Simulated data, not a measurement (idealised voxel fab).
Presented below is a process module, voxel ribs on slabs.
It is cross-section cut that appears here, measuring 260 nm in width, its square cells being 5 nm in size.
How to read a cross-section here: the picture is a grid of square cells, written as bands going from the top down, and any band can span one or more rows of cells. Band: top height; bottom height; in nm. Then, left to right: material with width in nm, for each material. "all across": a single material spanning edge to edge. "air": empty space. Where do heights start? At 0: under that level the wafer as delivered is made of one material only. And the lowest band has no floor; it just carries on downward, as in "z 0 and below". Note: "30..40" means the width goes from the first number (top row of the band) to the second number (bottom row) in equal steps per row of cells. Key: "identical to before" - step with no changed cell in the cross-section. Entry "Closed internal cavities" = empty spaces >= 8 cells with no open way to the top; each as width x height at distance, distance from left edge, all nm. That trailing text on a step's line, after the settings, is the simulator's own remark on the step. overlay nm: step with mask; distance mask lay right of planned place; negative value = left of planned place.
# Steps in the process plan
| 1 | RECEIVE [material Si] |
| 2 | DIRECTIONAL_DEP [material SiO2] [thk nm 20] |
| 3 | DIRECTIONAL_DEP [material polySi] [thk nm 15] |
| 4 | DIRECTIONAL_DEP [material aC] [thk nm 15] |
| 5 | PATTERN [tone cover] [mask id RIB] [material resist] [width nm 20] [thk nm 30] [overlay nm 0] |
| 6 | DIRECTIONAL_ETCH [etch materials aC] [depth nm 15] |
| 7 | STRIP [etch materials resist] |
| 8 | DIRECTIONAL_ETCH [etch materials polySi] [depth nm 5] |
| 9 | STRIP [etch materials aC] |
| 10 | DIRECTIONAL_DEP [material aC] [thk nm 15] |
| 11 | PATTERN [tone cover] [mask id SLAB] [material resist] [width nm 60] [thk nm 30] [overlay nm 0] |
| 12 | DIRECTIONAL_ETCH [etch materials aC] [depth nm 15] |
| 13 | STRIP [etch materials resist] |
| 14 | DIRECTIONAL_ETCH [etch materials polySi] [depth nm 10] |
| 15 | STRIP [etch materials aC] |
| 16 | FILL_DEP [material SiO2] [thk nm 25] |
| 17 | CMP [height nm 55] |
| 18 | DIRECTIONAL_DEP [material W] [thk nm 10] |
| 19 | MASKED_ETCH [tone cover] [mask id HEATER] [width nm 30] [etch materials W] [depth nm 10] [overlay nm 0] |
| 20 | CONFORMAL_DEP [material SiO2] [thk nm 5] |
# Wafer as received: cross-section following step 1
z 0 and below | Si all across
Closed internal cavities: none
# Cross-section, end of module. Start: as above. Plan: as above. Execution: one mistake
z 70 to 65 | air=110 | SiO2=40 | air=110
z 65 to 60 | air=110 | SiO2=5 | W=30 | SiO2=5 | air=110
z 60 to 55 | SiO2=115 | W=30 | SiO2=115
z 55 to 40 | SiO2 all across
z 40 to 35 | SiO2=120 | polySi=20 | SiO2=120
z 35 to 25 | SiO2=100 | polySi=60 | SiO2=100
z 25 to 20 | polySi all across
z 20 to 0 | SiO2 all across
z 0 and below | Si all across
Closed internal cavities: none
So what did we get wrong on this run? note that step 3 departed from the planned setting and was carried out as DIRECTIONAL_DEP [material polySi] [thk nm 20]
